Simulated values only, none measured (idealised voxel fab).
The following is a process module called voxel local oxidation.
285 nm wide, 5 nm square cells: that's cross-section cut.
Cross-section = grid of square cells, listed top down in bands; band = one or more rows.
Per band: top height and bottom height in nm, followed by the left-to-right materials and their widths in nm; "everywhere" marks a single material spanning edge to edge, "air" marks empty space.
Measure heights from 0. That's the level where, below it, the as-received wafer is all one material. The lowest band is bottomless and extends downward; write it as in "0 -> down".
Width "30..40": first value at the band's top row of cells, second value at its bottom row, equal change from row to row.
What does "no modifications" mean for a step? It means no cell of the cross-section changed in that step.
"Voids, sealed" contains a list of empty spaces, each no smaller than 8 cells and without an open way to the top, written in the form width x height at distance with the distance from the left edge and all three in nm.
Anything after a step's settings on that line? It's the simulator's own note about the step.
overlay nm: for a step with a mask, the amount by which the mask lay right of where it was planned; a negative amount means left of it.
PROCESS STEPS (PLANNED)
1. RECEIVE with material Si
2. OXIDIZE with depth nm 5
3. CONFORMAL_DEP with material SiN, thk nm 15
4. DIRECTIONAL_DEP with material aC, thk nm 10
5. PATTERN with tone cover, mask id ACTIVE, material resist, width nm 105, pitch nm 125, thk nm 25, overlay nm 0
6. DIRECTIONAL_ETCH with etch materials aC, depth nm 10
7. STRIP with etch materials resist
8. DIRECTIONAL_ETCH with etch materials SiN, depth nm 15
9. STRIP with etch materials aC
10. SELECTIVE_ETCH with etch materials SiO2, depth nm 5
11. OXIDIZE with depth nm 15
12. STRIP with etch materials SiN
THE CROSS-SECTION HERE SHOWS THE WAFER AS RECEIVED, I.E. IN ITS STATE AFTER STEP 1
	0 -> down  Si everywhere
	Voids, sealed: none
FIRST OF TWO WAFERS AT THE END OF THE MODULE, SHOWN IN CROSS-SECTION; RUN CARRIED OUT AS PLANNED
	0 -> -5  30 air; 95 SiO2; 30 air; 95 SiO2; 35 air
	-5 -> -20  45 SiO2; 65 Si; 60 SiO2; 65 Si; 50 SiO2
	-20 -> down  Si everywhere
	Voids, sealed: none
END-OF-MODULE CROSS-SECTION OF THE SECOND WAFER: IDENTICAL STARTING POINT AND PROCESS PLAN TO THE FIRST, WITH ONE PROCESSING MISTAKE
	0 -> -5  35 air; 95 SiO2; 30 air; 95 SiO2; 30 air
	-5 -> -20  50 SiO2; 65 Si; 60 SiO2; 65 Si; 45 SiO2
	-20 -> down  Si everywhere
	Voids, sealed: none
Want to know what went wrong? off-plan run, step 5, actual operation and settings PATTERN with tone cover, mask id ACTIVE, material resist, width nm 105, pitch nm 125, thk nm 25, overlay nm 5
At the end, the second wafer has the same number of cells of each material as the first, but those cells sit in other places.
